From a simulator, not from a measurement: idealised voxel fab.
Module name: voxel wiring stack (process module)
In the cross-section labelled cut, the width is 260 nm and each square cell is 5 nm.
Cross-section layout: square cells on a grid; listed as bands, top to bottom; a band spans one or more cell rows. Look at the band entry: it leads with the top's height and the bottom's height in nm. Then it lists the materials left to right, with a width in nm for each. The word "throughout" on a single material says that material fills the band edge to edge. The word "empty" is empty space. Beneath 0, the wafer as received is one material, and that level is where height counting begins. The lowest band goes on downward without a bottom; it is written like "z 0 and below". Width spec "30 to 40" -> top row of cells at first value, bottom row at second value, equal per-row change in between. "left unchanged" (step): cross-section cells unchanged, all of them. Entry "Enclosed void listing". Content: empty spaces with no open connection to the top, size 8 cells or greater. Each: width x height at distance. Distance: from left edge. Unit: nm. Where a step's line continues beyond its settings, the continuation is a remark by the simulator itself on that step. overlay nm: mask right of planned place by this much (step with mask). Neg. = left.

INTENDED PROCESS STEPS
step 1: op RECEIVE | material Si
step 2: op CONFORMAL_DEP | material SiO2 | thk nm 15
step 3: op CONFORMAL_DEP | material SiN | thk nm 5
step 4: op DIRECTIONAL_DEP | material lowk | thk nm 15
step 5: op MASKED_ETCH | tone open | mask id METAL_1 | width nm 25 | pitch nm 50 | etch materials lowk | depth nm 15 | overlay nm 0
step 6: op MASKED_ETCH | tone open | mask id METAL_1 | width nm 25 | pitch nm 50 | etch materials SiN | depth nm 5 | overlay nm 0
step 7: op CONFORMAL_DEP | material TiN | thk nm 5
step 8: op FILL_DEP | material W | thk nm 10
step 9: op CMP | height nm 35
step 10: op EPI | material Ru | thk nm 5
step 11: op FILL_DEP | material SiCN | thk nm 5
step 12: op DIRECTIONAL_DEP | material lowk | thk nm 35
step 13: op PATTERN | tone open | mask id METAL_2_HOLES | material resist | width nm 15 | thk nm 15 | overlay nm -15
step 14: op DIRECTIONAL_ETCH | etch materials lowk | depth nm 35
step 15: op STRIP | etch materials resist
step 16: op DIRECTIONAL_DEP | material aC | thk nm 15
step 17: op PATTERN | tone open | mask id METAL_2 | material resist | width nm 25 | pitch nm 50 | thk nm 35 | overlay nm 0
step 18: op DIRECTIONAL_ETCH | etch materials aC | depth nm 15
step 19: op STRIP | etch materials resist
step 20: op DIRECTIONAL_ETCH | etch materials lowk | depth nm 20
step 21: op DIRECTIONAL_ETCH | etch materials SiCN | depth nm 5
step 22: op STRIP | etch materials aC
step 23: op CONFORMAL_DEP | material TiN | thk nm 5
step 24: op FILL_DEP | material Cu | thk nm 5
step 25: op CMP | height nm 80
step 26: op CONFORMAL_DEP | material SiCN | thk nm 5
It is noted that the wafers described herein are identical at the outset and are distinguished by the overlay nm of step 13; the value stated in the plan corresponds to the first wafer.

FIRST WAFER OF SEVERAL, AS RECEIVED: CROSS-SECTION AFTER STEP 1
* z 0 and below | Si throughout
* Enclosed void listing: none

CROSS-SECTION OF THE FIRST OF SEVERAL WAFERS, TAKEN AFTER STEP 26, WHERE THE MODULE ENDS
* z 85 to 80 | SiCN throughout
* z 80 to 65 | lowk 75 / TiN 5 / Cu 30 / TiN 5 / lowk 25 / TiN 5 / Cu 15 / TiN 5 / lowk 95
* z 65 to 60 | lowk 75 / TiN 5 / Cu 5 / TiN 30 / lowk 25 / TiN 25 / lowk 95
* z 60 to 50 | lowk 75 / TiN 5 / Cu 5 / TiN 5 / lowk 170
* z 50 to 45 | lowk 75 / TiN 15 / lowk 170
* z 45 to 40 | SiCN throughout
* z 40 to 35 | SiCN 85 / Ru 35 / SiCN 15 / Ru 35 / SiCN 90
* z 35 to 20 | lowk 90 / TiN 5 / W 15 / TiN 5 / lowk 25 / TiN 5 / W 15 / TiN 5 / lowk 95
* z 20 to 15 | SiN 90 / TiN 25 / SiN 25 / TiN 25 / SiN 95
* z 15 to 0 | SiO2 throughout
* z 0 and below | Si throughout
* Enclosed void listing: none

FINAL WAFER CROSS-SECTION AT MODULE END
* z 85 to 80 | SiCN throughout
* z 80 to 65 | lowk 90 / TiN 5 / Cu 20 / TiN 5 / lowk 20 / TiN 5 / Cu 15 / TiN 5 / lowk 95
* z 65 to 60 | lowk 90 / TiN 20 / Cu 5 / TiN 5 / lowk 20 / TiN 25 / lowk 95
* z 60 to 50 | lowk 105 / TiN 5 / Cu 5 / TiN 5 / lowk 140
* z 50 to 45 | lowk 105 / TiN 15 / lowk 140
* z 45 to 40 | SiCN 105 / TiN 10 / SiCN 145
* z 40 to 35 | SiCN 85 / Ru 35 / SiCN 15 / Ru 35 / SiCN 90
* z 35 to 20 | lowk 90 / TiN 5 / W 15 / TiN 5 / lowk 25 / TiN 5 / W 15 / TiN 5 / lowk 95
* z 20 to 15 | SiN 90 / TiN 25 / SiN 25 / TiN 25 / SiN 95
* z 15 to 0 | SiO2 throughout
* z 0 and below | Si throughout
* Enclosed void listing: none

TABLE: WAFERS, A ROW EACH; END-OF-MODULE CELL CHANGE PER MATERIAL SINCE RECEIPT, GAIN (+), LOSS (-); THEN CLOSED VOIDS
overlay nm -15, +30 Cu, +14 Ru, +142 SiCN, +42 SiN, +156 SiO2, +53 TiN, +18 W, +429 lowk, Enclosed void listing: none
overlay nm -10, +27 Cu, +14 Ru, +141 SiCN, +42 SiN, +156 SiO2, +53 TiN, +18 W, +433 lowk, Enclosed void listing: none
overlay nm -5, +24 Cu, +14 Ru, +140 SiCN, +42 SiN, +156 SiO2, +53 TiN, +18 W, +437 lowk, Enclosed void listing: none
overlay nm 0, +22 Cu, +14 Ru, +139 SiCN, +42 SiN, +156 SiO2, +52 TiN, +18 W, +441 lowk, Enclosed void listing: none
overlay nm 5, +22 Cu, +14 Ru, +139 SiCN, +42 SiN, +156 SiO2, +52 TiN, +18 W, +441 lowk, Enclosed void listing: none
overlay nm 10, +22 Cu, +14 Ru, +139 SiCN, +42 SiN, +156 SiO2, +52 TiN, +18 W, +441 lowk, Enclosed void listing: none
overlay nm 15, +24 Cu, +14 Ru, +140 SiCN, +42 SiN, +156 SiO2, +53 TiN, +18 W, +437 lowk, Enclosed void listing: none
